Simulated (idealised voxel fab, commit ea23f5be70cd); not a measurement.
Presented below is a process module, voxel tone inversion.
The cross-section on display is named cut; it measures 300 nm wide, and its cells are 5 nm squares.
A cross-section is written here as square cells arranged in a grid, and it is given in bands from the top down, each band taking up one or more rows of cells. Band entry format. Leading values: height of top, height of bottom, nm. Remainder: materials in left-to-right order, each with its width in nm. Special words: "all across" on a single material, which then fills the band edge to edge; "empty", empty space. Where do heights start? At 0: under that level the wafer as delivered is made of one material only. And the lowest band has no floor; it just carries on downward, as in "top 0, no bottom". A two-number width, for instance "30..40", indicates that the width is equal to the first number in the top row of the band and to the second number in the bottom row, and that it changes by a constant amount per row of cells. Step note "remained the same" = no cross-section cell changed. Heads up: "Internal closed voids" only lists the empty pockets with no open path to the top that are 8 cells or more, and it writes them as width x height at distance, distance from the left edge, in nm. Heads up: the bit after the settings on a step's line is the simulator's remark on that step. When a step includes a mask, the "overlay nm" setting on its line states how far to the right of its planned place that mask lay, and negative values state how far to the left.

Process steps (planned):
1,RECEIVE [material Si]
2,CONFORMAL_DEP [material SiCN] [thk nm 5]
3,DIRECTIONAL_DEP [material polySi] [thk nm 20]
4,PATTERN [tone cover] [mask id POSTS] [material resist] [width nm 25] [pitch nm 55] [thk nm 30] [overlay nm 0]
5,DIRECTIONAL_ETCH [etch materials polySi] [depth nm 20]
6,STRIP [etch materials resist]
7,FILL_DEP [material SiO2] [thk nm 10]
8,CMP [height nm 30]
9,STRIP [etch materials polySi]
10,CONFORMAL_DEP [material TiN] [thk nm 5]
11,FILL_DEP [material Cu] [thk nm 10]
12,CMP [height nm 30]
13,CONFORMAL_DEP [material SiN] [thk nm 5]
Split variable: thk nm, step 2. Plan value = first wafer. Wafers start alike.

Cross-sectional view of the first of several wafers in the as-received condition, corresponding to the state following step 1:
* top 0, no bottom: Si all across
* Internal closed voids: none

What follows is a table in which each wafer occupies a row; for the wafer as it stands at the close of the module, the row states, material by material, how many cells have been gained (+) or lost (-) since receipt, and then gives its closed voids:
thk nm 5; +60 SiCN; +60 SiN; +220 SiO2; +80 polySi; Internal closed voids: none
thk nm 10; +36 Cu; +120 SiCN; +60 SiN; +160 SiO2; +44 TiN; Internal closed voids: none
thk nm 15; +24 Cu; +180 SiCN; +60 SiN; +120 SiO2; +36 TiN; Internal closed voids: none
thk nm 20; +12 Cu; +240 SiCN; +60 SiN; +80 SiO2; +28 TiN; Internal closed voids: none
thk nm 25; +300 SiCN; +60 SiN; +40 SiO2; +20 TiN; Internal closed voids: none
